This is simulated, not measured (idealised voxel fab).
Herein follows the process module entitled voxel self aligned vias.
Section cut is 265 nm wide and gridded with 5 nm square cells.
A cross-section in this document is a grid of square cells, and it is written down as bands, the top band listed before the ones below it; a band is made up of one or more rows of cells.
Read a band's entry like this: the first values are the height of its top and the height of its bottom in nm, and what follows is the sequence of materials from left to right, each with its width in nm. Note that "air" is empty space, and that a single material marked "everywhere" reaches across the band from edge to edge.
Height reference: 0 = level under which incoming wafer is all one material. Lowest band: no bottom, runs on downward, e.g. "0 down".
So if you see something like "30 to 40" for the width, read it as the top row of the band sitting at the first number and the bottom row at the second, with every row in between moving by the same amount as the last.
You'll sometimes find "no modification" written for a step, and that's the way of saying that nowhere in the cross-section did a cell change during that step.
"Enclosed void list" specifies each empty space that is not open to the top and that occupies no fewer than 8 cells, using the form width x height at distance, the distance measured from the left edge and all three quantities in nm.
Note: text after step settings on the step line = simulator remark on that step.
overlay nm: for a step with a mask, the amount by which the mask lay right of where it was planned; a negative amount means left of it.

Process steps (planned):
1,RECEIVE: material Si
2,CONFORMAL_DEP: material SiO2, thk nm 15
3,CONFORMAL_DEP: material SiCN, thk nm 5
4,DIRECTIONAL_DEP: material SiO2, thk nm 25
5,PATTERN: tone open, mask id LINES, material resist, width nm 30, pitch nm 70, thk nm 20, overlay nm 0
6,DIRECTIONAL_ETCH: etch materials SiO2, depth nm 25
7,STRIP: etch materials resist
8,CONFORMAL_DEP: material TiN, thk nm 5
9,FILL_DEP: material Ru, thk nm 5
10,CMP: height nm 45
11,SELECTIVE_ETCH: etch materials W Ru TiN, depth nm 10
12,FILL_DEP: material SiN, thk nm 10
13,CMP: height nm 45
14,DIRECTIONAL_DEP: material SiO2, thk nm 15
15,DIRECTIONAL_DEP: material aC, thk nm 15
16,PATTERN: tone open, mask id VIAS, material resist, width nm 40, pitch nm 70, thk nm 35, overlay nm 0
17,DIRECTIONAL_ETCH: etch materials aC, depth nm 15
18,STRIP: etch materials resist
19,DIRECTIONAL_ETCH: etch materials SiO2, depth nm 15
20,DIRECTIONAL_ETCH: etch materials SiN, depth nm 10
21,STRIP: etch materials aC
22,CONFORMAL_DEP: material TiN, thk nm 5
23,FILL_DEP: material W, thk nm 10
24,CMP: height nm 60
25,CONFORMAL_DEP: material SiCN, thk nm 5

Cross-sectional view of the wafer in its as-received condition, corresponding to the state after step 1:
* 0 down: Si everywhere
* Enclosed void list: none

The plan above was carried out on the starting structure above with one mistake, and this cross-section shows the wafer at the end of the module:
* 65 to 60: SiO2 everywhere
* 60 to 50: 40 nm SiO2, then 5 nm TiN, then 30 nm W, then 5 nm TiN, then 30 nm SiO2, then 5 nm TiN, then 30 nm W, then 5 nm TiN, then 30 nm SiO2, then 5 nm TiN, then 30 nm W, then 5 nm TiN, then 45 nm SiO2
* 50 to 40: 40 to 45 nm SiO2, then 10 to 5 nm TiN, then 20 nm W, then 10 to 5 nm TiN, then 30 to 40 nm SiO2, then 10 to 5 nm TiN, then 20 nm W, then 10 to 5 nm TiN, then 30 to 40 nm SiO2, then 10 to 5 nm TiN, then 20 nm W, then 10 to 5 nm TiN, then 45 to 50 nm SiO2
* 40 to 35: 45 nm SiO2, then 30 nm TiN, then 40 nm SiO2, then 30 nm TiN, then 40 nm SiO2, then 30 nm TiN, then 50 nm SiO2
* 35 to 25: 45 nm SiO2, then 5 nm TiN, then 20 nm Ru, then 5 nm TiN, then 40 nm SiO2, then 5 nm TiN, then 20 nm Ru, then 5 nm TiN, then 40 nm SiO2, then 5 nm TiN, then 20 nm Ru, then 5 nm TiN, then 50 nm SiO2
* 25 to 20: 45 nm SiO2, then 30 nm TiN, then 40 nm SiO2, then 30 nm TiN, then 40 nm SiO2, then 30 nm TiN, then 50 nm SiO2
* 20 to 15: SiCN everywhere
* 15 to 0: SiO2 everywhere
* 0 down: Si everywhere
* Enclosed void list: none
So what did we get wrong on this run? so step 25 ended up running with a different setting than we planned, it ran as CONFORMAL_DEP: material SiO2, thk nm 5
